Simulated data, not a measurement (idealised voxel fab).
Documented hereafter: the process module known as voxel gate over fins.
The cross-section shown here is cut; it is 165 nm wide and divided into square cells measuring 5 nm on a side.
If you're reading a cross-section in this doc, picture square cells in a grid; it comes to you as bands, top ones listed first down to the bottom, and a band can be one or more rows of cells.
Heads up on the band format: heights come first, top then bottom, in nm. After that it's the materials left to right, each with its width in nm. A single material flagged "full width" fills the whole band edge to edge, and "air" means there's empty space there.
Heights from 0 (as-received wafer is one material below). Bottom band endless downward, as "0 and below".
The two numbers in a width such as "30 to 40" mark its ends across the band: the first belongs to the top row of cells, the second to the bottom row, and from each row to the next the width moves by the same amount.
Where a step carries "no alterations made", the cross-section came out of it unchanged, cell for cell.
Basically, "Cavities, sealed" tells you about the enclosed voids: empty spaces with no open way to the top, 8 cells or bigger, each written width x height at distance, where distance is from the left edge, all in nm.
Read whatever lies past the settings on a step's line as the simulator's own remark about the step.
Each step line may optionally specify "overlay nm", which for a step with a mask gives the rightward distance between the mask's planned place and where it lay, a negative value indicating the leftward direction.

## Set out below are the planned steps of the process
1 RECEIVE (material Si)
2 CONFORMAL_DEP (material SiN; thk nm 5)
3 DIRECTIONAL_DEP (material aC; thk nm 15)
4 PATTERN (tone cover; mask id FINS; material resist; width nm 15; pitch nm 40; thk nm 35; overlay nm 0)
5 DIRECTIONAL_ETCH (etch materials aC; depth nm 15)
6 STRIP (etch materials resist)
7 DIRECTIONAL_ETCH (etch materials SiN; depth nm 5)
8 DIRECTIONAL_ETCH (etch materials Si; depth nm 35)
9 STRIP (etch materials aC)
10 FILL_DEP (material SiO2; thk nm 5)
11 CMP (height nm 5)
12 SELECTIVE_ETCH (etch materials SiO2; depth nm 15)
13 STRIP (etch materials SiN)
14 CONFORMAL_DEP (material HfO2; thk nm 5)
15 CONFORMAL_DEP (material TiN; thk nm 5)
16 FILL_DEP (material W; thk nm 15)
17 CMP (height nm 20)
18 CONFORMAL_DEP (material SiN; thk nm 10)

## Run as planned: first of two wafers

## The cross-section here shows the wafer as received, i.e. in its state after step 1
	0 and below: Si full width
	Cavities, sealed: none

## You're looking at a cross-section of the wafer after step 2
	5 down to 0: SiN full width
	Beneath the level 0, the cross-section is identical to its previous state.

## You're looking at a cross-section of the wafer after step 3
	20 down to 5: aC full width
	Beneath the level 5, the cross-section is identical to its previous state.

## You're looking at a cross-section of the wafer after step 4
	55 down to 20: air: 15 | resist: 15 | air: 25 | resist: 15 | air: 25 | resist: 15 | air: 25 | resist: 15 | air: 15
	Beneath the level 20, the cross-section is identical to its previous state.

## You're looking at a cross-section of the wafer after step 5
	40 down to 20: air: 15 | resist: 15 | air: 25 | resist: 15 | air: 25 | resist: 15 | air: 25 | resist: 15 | air: 15
	20 down to 5: air: 15 | aC: 15 | air: 25 | aC: 15 | air: 25 | aC: 15 | air: 25 | aC: 15 | air: 15
	Beneath the level 5, the cross-section is identical to its previous state.

## You're looking at a cross-section of the wafer after step 6
	20 down to 5: air: 15 | aC: 15 | air: 25 | aC: 15 | air: 25 | aC: 15 | air: 25 | aC: 15 | air: 15
	Beneath the level 5, the cross-section is identical to its previous state.

## You're looking at a cross-section of the wafer after step 7
	20 down to 5: air: 15 | aC: 15 | air: 25 | aC: 15 | air: 25 | aC: 15 | air: 25 | aC: 15 | air: 15
	5 down to 0: air: 15 | SiN: 15 | air: 25 | SiN: 15 | air: 25 | SiN: 15 | air: 25 | SiN: 15 | air: 15
	Beneath the level 0, the cross-section is identical to its previous state.

## You're looking at a cross-section of the wafer after step 8
	20 down to 5: air: 15 | aC: 15 | air: 25 | aC: 15 | air: 25 | aC: 15 | air: 25 | aC: 15 | air: 15
	5 down to 0: air: 15 | SiN: 15 | air: 25 | SiN: 15 | air: 25 | SiN: 15 | air: 25 | SiN: 15 | air: 15
	0 down to -35: air: 15 | Si: 15 | air: 25 | Si: 15 | air: 25 | Si: 15 | air: 25 | Si: 15 | air: 15
	Beneath the level -35, the cross-section is identical to its previous state.

## You're looking at a cross-section of the wafer after step 9
	5 down to 0: air: 15 | SiN: 15 | air: 25 | SiN: 15 | air: 25 | SiN: 15 | air: 25 | SiN: 15 | air: 15
	Beneath the level 0, the cross-section is identical to its previous state.

## You're looking at a cross-section of the wafer after step 10
	10 down to 5: SiO2 full width
	5 down to 0: SiO2: 15 | SiN: 15 | SiO2: 25 | SiN: 15 | SiO2: 25 | SiN: 15 | SiO2: 25 | SiN: 15 | SiO2: 15
	0 down to -35: SiO2: 15 | Si: 15 | SiO2: 25 | Si: 15 | SiO2: 25 | Si: 15 | SiO2: 25 | Si: 15 | SiO2: 15
	Beneath the level -35, the cross-section is identical to its previous state.

## You're looking at a cross-section of the wafer after step 11
	5 down to 0: SiO2: 15 | SiN: 15 | SiO2: 25 | SiN: 15 | SiO2: 25 | SiN: 15 | SiO2: 25 | SiN: 15 | SiO2: 15
	Beneath the level 0, the cross-section is identical to its previous state.

## You're looking at a cross-section of the wafer after step 12
	5 down to 0: air: 15 | SiN: 15 | air: 25 | SiN: 15 | air: 25 | SiN: 15 | air: 25 | SiN: 15 | air: 15
	0 down to -10: air: 15 | Si: 15 | air: 25 | Si: 15 | air: 25 | Si: 15 | air: 25 | Si: 15 | air: 15
	Beneath the level -10, the cross-section is identical to its previous state.

## You're looking at a cross-section of the wafer after step 13
	0 down to -10: air: 15 | Si: 15 | air: 25 | Si: 15 | air: 25 | Si: 15 | air: 25 | Si: 15 | air: 15
	Beneath the level -10, the cross-section is identical to its previous state.

## You're looking at a cross-section of the wafer after step 14
	5 down to 0: air: 10 | HfO2: 25 | air: 15 | HfO2: 25 | air: 15 | HfO2: 25 | air: 15 | HfO2: 25 | air: 10
	0 down to -5: air: 10 | HfO2: 5 | Si: 15 | HfO2: 5 | air: 15 | HfO2: 5 | Si: 15 | HfO2: 5 | air: 15 | HfO2: 5 | Si: 15 | HfO2: 5 | air: 15 | HfO2: 5 | Si: 15 | HfO2: 5 | air: 10
	-5 down to -10: HfO2: 15 | Si: 15 | HfO2: 25 | Si: 15 | HfO2: 25 | Si: 15 | HfO2: 25 | Si: 15 | HfO2: 15
	Beneath the level -10, the cross-section is identical to its previous state.

## You're looking at a cross-section of the wafer after step 15
	10 down to 5: air: 5 | TiN: 35 | air: 5 | TiN: 35 | air: 5 | TiN: 35 | air: 5 | TiN: 35 | air: 5
	5 down to 0: air: 5 | TiN: 5 | HfO2: 25 | TiN: 5 | air: 5 | TiN: 5 | HfO2: 25 | TiN: 5 | air: 5 | TiN: 5 | HfO2: 25 | TiN: 5 | air: 5 | TiN: 5 | HfO2: 25 | TiN: 5 | air: 5
	0 down to -5: TiN: 10 | HfO2: 5 | Si: 15 | HfO2: 5 | TiN: 15 | HfO2: 5 | Si: 15 | HfO2: 5 | TiN: 15 | HfO2: 5 | Si: 15 | HfO2: 5 | TiN: 15 | HfO2: 5 | Si: 15 | HfO2: 5 | TiN: 10
	Beneath the level -5, the cross-section is identical to its previous state.

## You're looking at a cross-section of the wafer after step 16
	25 down to 10: W full width
	10 down to 5: W: 5 | TiN: 35 | W: 5 | TiN: 35 | W: 5 | TiN: 35 | W: 5 | TiN: 35 | W: 5
	5 down to 0: W: 5 | TiN: 5 | HfO2: 25 | TiN: 5 | W: 5 | TiN: 5 | HfO2: 25 | TiN: 5 | W: 5 | TiN: 5 | HfO2: 25 | TiN: 5 | W: 5 | TiN: 5 | HfO2: 25 | TiN: 5 | W: 5
	Beneath the level 0, the cross-section is identical to its previous state.

## You're looking at a cross-section of the wafer after step 17
	20 down to 10: W full width
	Beneath the level 10, the cross-section is identical to its previous state.

## You're looking at a cross-section of the wafer after step 18
	30 down to 20: SiN full width
	Beneath the level 20, the cross-section is identical to its previous state.

## It is to be noted that the second wafer proceeded from the same initial state and according to the same plan as the first, although one mistake was committed in its execution; through step 13, inclusive, the two wafers share an identical history

Second wafer, cut view, end of step 14 per plan: no alterations made

## Second wafer, cut view, end of step 15 per plan
	5 down to 0: air: 10 | TiN: 25 | air: 15 | TiN: 25 | air: 15 | TiN: 25 | air: 15 | TiN: 25 | air: 10
	0 down to -5: air: 10 | TiN: 5 | Si: 15 | TiN: 5 | air: 15 | TiN: 5 | Si: 15 | TiN: 5 | air: 15 | TiN: 5 | Si: 15 | TiN: 5 | air: 15 | TiN: 5 | Si: 15 | TiN: 5 | air: 10
	-5 down to -10: TiN: 15 | Si: 15 | TiN: 25 | Si: 15 | TiN: 25 | Si: 15 | TiN: 25 | Si: 15 | TiN: 15
	Beneath the level -10, the cross-section is identical to its previous state.

## Second wafer, cut view, end of step 16 per plan
	20 down to 5: W full width
	5 down to 0: W: 10 | TiN: 25 | W: 15 | TiN: 25 | W: 15 | TiN: 25 | W: 15 | TiN: 25 | W: 10
	0 down to -5: W: 10 | TiN: 5 | Si: 15 | TiN: 5 | W: 15 | TiN: 5 | Si: 15 | TiN: 5 | W: 15 | TiN: 5 | Si: 15 | TiN: 5 | W: 15 | TiN: 5 | Si: 15 | TiN: 5 | W: 10
	Beneath the level -5, the cross-section is identical to its previous state.

Second wafer, cut view, end of step 17 per plan: no alterations made

## Second wafer, cut view, end of step 18 per plan
	30 down to 20: SiN full width
	Beneath the level 20, the cross-section is identical to its previous state.
Against the plan, the run slipped here: step 14 was dropped from the plan's execution and never run
The closing comparison, in cells, has the second wafer with more or fewer of some materials than the first: 49 fewer of HfO2 | 49 more of W
